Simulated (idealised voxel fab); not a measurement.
Name of the process module below: voxel self aligned vias
For reference, the cross-section in this document is cut, with width 235 nm and square cells of 5 nm.
Cross-section, as written here: a square-cell grid given band by band from the top down, where a band holds one or more rows of cells. The band entry comprises the height of the band's top followed by the height of its bottom, expressed in nm, and subsequently the band's materials from left to right, each stated together with its width in nm. Where a single material is marked with the word "full width", that material fills the band from edge to edge. The word "blank" represents empty space. Beneath 0, the wafer as received is one material, and that level is where height counting begins. The lowest band goes on downward without a bottom; it is written like "z 0 and below". Graded width ("30..40"): value in top row of band = first number; value in bottom row = second number; row-to-row change constant. No cell of the cross-section changed in a step that is given as "nothing altered". Closed-off voids of 8+ cells (no open route to the top) go in "Fully sealed cavities", written width x height at distance from the left edge, in nm. That trailing text on a step's line, after the settings, is the simulator's own remark on the step. overlay nm: how far to the right of its planned place the mask lay on this masked step (negative: to the left).
Process steps - plan:
1) RECEIVE,material Si
2) CONFORMAL_DEP,material SiO2,thk nm 10
3) CONFORMAL_DEP,material SiCN,thk nm 5
4) DIRECTIONAL_DEP,material lowk,thk nm 30
5) DIRECTIONAL_DEP,material aC,thk nm 10
6) PATTERN,tone open,mask id LINES,material resist,width nm 20,pitch nm 45,thk nm 25,overlay nm 0
7) DIRECTIONAL_ETCH,etch materials aC,depth nm 10
8) STRIP,etch materials resist
9) DIRECTIONAL_ETCH,etch materials lowk,depth nm 30
10) STRIP,etch materials aC
11) CONFORMAL_DEP,material TiN,thk nm 5
12) FILL_DEP,material W,thk nm 5
13) CMP,height nm 45
14) SELECTIVE_ETCH,etch materials W Ru TiN,depth nm 10
15) FILL_DEP,material SiN,thk nm 10
16) CMP,height nm 45
17) DIRECTIONAL_DEP,material lowk,thk nm 20
18) MASKED_ETCH,tone open,mask id VIAS,width nm 30,etch materials lowk,depth nm 20,overlay nm 0
19) MASKED_ETCH,tone open,mask id VIAS,width nm 30,etch materials SiN,depth nm 10,overlay nm 0
20) CONFORMAL_DEP,material TiN,thk nm 5
21) FILL_DEP,material Cu,thk nm 5
22) CMP,height nm 65
23) CONFORMAL_DEP,material SiCN,thk nm 5
First out of two wafers; run went to plan:
Cross-section of the wafer upon arrival, representing the state reached after step 1:
* z 0 and below | Si full width
* Fully sealed cavities: none
Take a look at the wafer's cross-section after step 2:
* z 10 to 0 | SiO2 full width
* Heights below 0 show no change.
Take a look at the wafer's cross-section after step 3:
* z 15 to 10 | SiCN full width
* Heights below 10 show no change.
Take a look at the wafer's cross-section after step 4:
* z 45 to 15 | lowk full width
* Heights below 15 show no change.
Take a look at the wafer's cross-section after step 5:
* z 55 to 45 | aC full width
* Heights below 45 show no change.
Take a look at the wafer's cross-section after step 6:
* z 80 to 55 | resist 85, blank 20, resist 25, blank 20, resist 85
* Heights below 55 show no change.
Take a look at the wafer's cross-section after step 7:
* z 70 to 55 | resist 85, blank 20, resist 25, blank 20, resist 85
* z 55 to 45 | aC 85, blank 20, aC 25, blank 20, aC 85
* Heights below 45 show no change.
Take a look at the wafer's cross-section after step 8:
* z 55 to 45 | aC 85, blank 20, aC 25, blank 20, aC 85
* Heights below 45 show no change.
Take a look at the wafer's cross-section after step 9:
* z 55 to 45 | aC 85, blank 20, aC 25, blank 20, aC 85
* z 45 to 15 | lowk 85, blank 20, lowk 25, blank 20, lowk 85
* Heights below 15 show no change.
Take a look at the wafer's cross-section after step 10:
* z 45 to 15 | lowk 85, blank 20, lowk 25, blank 20, lowk 85
* Heights below 15 show no change.
Take a look at the wafer's cross-section after step 11:
* z 50 to 45 | TiN 90, blank 10, TiN 35, blank 10, TiN 90
* z 45 to 20 | lowk 85, TiN 5, blank 10, TiN 5, lowk 25, TiN 5, blank 10, TiN 5, lowk 85
* z 20 to 15 | lowk 85, TiN 20, lowk 25, TiN 20, lowk 85
* Heights below 15 show no change.
Take a look at the wafer's cross-section after step 12:
* z 55 to 50 | W full width
* z 50 to 45 | TiN 90, W 10, TiN 35, W 10, TiN 90
* z 45 to 20 | lowk 85, TiN 5, W 10, TiN 5, lowk 25, TiN 5, W 10, TiN 5, lowk 85
* Heights below 20 show no change.
Take a look at the wafer's cross-section after step 13:
* z 45 to 20 | lowk 85, TiN 5, W 10, TiN 5, lowk 25, TiN 5, W 10, TiN 5, lowk 85
* Heights below 20 show no change.
Take a look at the wafer's cross-section after step 14:
* z 45 to 35 | lowk 85, blank 20, lowk 25, blank 20, lowk 85
* Heights below 35 show no change.
Take a look at the wafer's cross-section after step 15:
* z 55 to 45 | SiN full width
* z 45 to 35 | lowk 85, SiN 20, lowk 25, SiN 20, lowk 85
* Heights below 35 show no change.
Take a look at the wafer's cross-section after step 16:
* z 45 to 35 | lowk 85, SiN 20, lowk 25, SiN 20, lowk 85
* Heights below 35 show no change.
Take a look at the wafer's cross-section after step 17:
* z 65 to 45 | lowk full width
* Heights below 45 show no change.
Take a look at the wafer's cross-section after step 18:
* z 65 to 45 | lowk 80, blank 30, lowk 125
* Heights below 45 show no change.
Take a look at the wafer's cross-section after step 19:
* z 65 to 45 | lowk 80, blank 30, lowk 125
* z 45 to 35 | lowk 85, blank 20, lowk 25, SiN 20, lowk 85
* Heights below 35 show no change.
Take a look at the wafer's cross-section after step 20:
* z 70 to 65 | TiN 85, blank 20, TiN 130
* z 65 to 50 | lowk 80, TiN 5, blank 20, TiN 5, lowk 125
* z 50 to 45 | lowk 80, TiN 10, blank 10, TiN 10, lowk 125
* z 45 to 40 | lowk 85, TiN 5, blank 10, TiN 5, lowk 25, SiN 20, lowk 85
* z 40 to 35 | lowk 85, TiN 20, lowk 25, SiN 20, lowk 85
* Heights below 35 show no change.
Take a look at the wafer's cross-section after step 21:
* z 75 to 70 | Cu full width
* z 70 to 65 | TiN 85, Cu 20, TiN 130
* z 65 to 50 | lowk 80, TiN 5, Cu 20, TiN 5, lowk 125
* z 50 to 45 | lowk 80, TiN 10, Cu 10, TiN 10, lowk 125
* z 45 to 40 | lowk 85, TiN 5, Cu 10, TiN 5, lowk 25, SiN 20, lowk 85
* Heights below 40 show no change.
Take a look at the wafer's cross-section after step 22:
* z 65 to 50 | lowk 80, TiN 5, Cu 20, TiN 5, lowk 125
* Heights below 50 show no change.
Take a look at the wafer's cross-section after step 23:
* z 70 to 65 | SiCN full width
* Heights below 65 show no change.
The second wafer began exactly as the first did and followed the same plan, but one mistake was made while running it; through step 5 inclusive, the two wafers are identical:
Here is the second wafer in cross-section at the point where step 6 of the plan should have been done:
* z 80 to 55 | blank 85, resist 20, blank 25, resist 20, blank 85
* Heights below 55 show no change.
Here is the second wafer in cross-section at the point where step 7 of the plan should have been done:
* z 70 to 55 | blank 85, resist 20, blank 25, resist 20, blank 85
* z 55 to 45 | blank 85, aC 20, blank 25, aC 20, blank 85
* Heights below 45 show no change.
Here is the second wafer in cross-section at the point where step 8 of the plan should have been done:
* z 55 to 45 | blank 85, aC 20, blank 25, aC 20, blank 85
* Heights below 45 show no change.
Here is the second wafer in cross-section at the point where step 9 of the plan should have been done:
* z 55 to 45 | blank 85, aC 20, blank 25, aC 20, blank 85
* z 45 to 15 | blank 85, lowk 20, blank 25, lowk 20, blank 85
* Heights below 15 show no change.
Here is the second wafer in cross-section at the point where step 10 of the plan should have been done:
* z 45 to 15 | blank 85, lowk 20, blank 25, lowk 20, blank 85
* Heights below 15 show no change.
Here is the second wafer in cross-section at the point where step 11 of the plan should have been done:
* z 50 to 45 | blank 80, TiN 30, blank 15, TiN 30, blank 80
* z 45 to 20 | blank 80, TiN 5, lowk 20, TiN 5, blank 15, TiN 5, lowk 20, TiN 5, blank 80
* z 20 to 15 | TiN 85, lowk 20, TiN 25, lowk 20, TiN 85
* Heights below 15 show no change.
Here is the second wafer in cross-section at the point where step 12 of the plan should have been done:
* z 55 to 50 | W full width
* z 50 to 45 | W 80, TiN 30, W 15, TiN 30, W 80
* z 45 to 20 | W 80, TiN 5, lowk 20, TiN 5, W 15, TiN 5, lowk 20, TiN 5, W 80
* Heights below 20 show no change.
Here is the second wafer in cross-section at the point where step 13 of the plan should have been done:
* z 45 to 20 | W 80, TiN 5, lowk 20, TiN 5, W 15, TiN 5, lowk 20, TiN 5, W 80
* Heights below 20 show no change.
Here is the second wafer in cross-section at the point where step 14 of the plan should have been done:
* z 45 to 35 | blank 85, lowk 20, blank 25, lowk 20, blank 85
* Heights below 35 show no change.
Here is the second wafer in cross-section at the point where step 15 of the plan should have been done:
* z 55 to 45 | SiN full width
* z 45 to 35 | SiN 85, lowk 20, SiN 25, lowk 20, SiN 85
* Heights below 35 show no change.
Here is the second wafer in cross-section at the point where step 16 of the plan should have been done:
* z 45 to 35 | SiN 85, lowk 20, SiN 25, lowk 20, SiN 85
* Heights below 35 show no change.
Here is the second wafer in cross-section at the point where step 17 of the plan should have been done:
* z 65 to 45 | lowk full width
* Heights below 45 show no change.
Here is the second wafer in cross-section at the point where step 18 of the plan should have been done:
* z 65 to 45 | lowk 80, blank 30, lowk 125
* Heights below 45 show no change.
Here is the second wafer in cross-section at the point where step 19 of the plan should have been done:
* z 65 to 45 | lowk 80, blank 30, lowk 125
* z 45 to 35 | SiN 80, blank 5, lowk 20, blank 5, SiN 20, lowk 20, SiN 85
* Heights below 35 show no change.
Here is the second wafer in cross-section at the point where step 20 of the plan should have been done:
* z 70 to 65 | TiN 85, blank 20, TiN 130
* z 65 to 50 | lowk 80, TiN 5, blank 20, TiN 5, lowk 125
* z 50 to 45 | lowk 80, TiN 30, lowk 125
* z 45 to 35 | SiN 80, TiN 5, lowk 20, TiN 5, SiN 20, lowk 20, SiN 85
* Heights below 35 show no change.
Here is the second wafer in cross-section at the point where step 21 of the plan should have been done:
* z 75 to 70 | Cu full width
* z 70 to 65 | TiN 85, Cu 20, TiN 130
* z 65 to 50 | lowk 80, TiN 5, Cu 20, TiN 5, lowk 125
* Heights below 50 show no change.
Here is the second wafer in cross-section at the point where step 22 of the plan should have been done:
* z 65 to 50 | lowk 80, TiN 5, Cu 20, TiN 5, lowk 125
* Heights below 50 show no change.
Here is the second wafer in cross-section at the point where step 23 of the plan should have been done:
* z 70 to 65 | SiCN full width
* Heights below 65 show no change.
Deviation from plan: it should be noted that step 6 was executed with settings other than those planned, the operation and settings actually applied being PATTERN,tone cover,mask id LINES,material resist,width nm 20,pitch nm 45,thk nm 25,overlay nm 0
Once processing is complete, comparing cell counts shows that the second wafer has more or fewer of certain materials than the first: Cu: 4 fewer | SiN: 66 more | TiN: 31 more | W: 93 more | lowk: 186 fewer
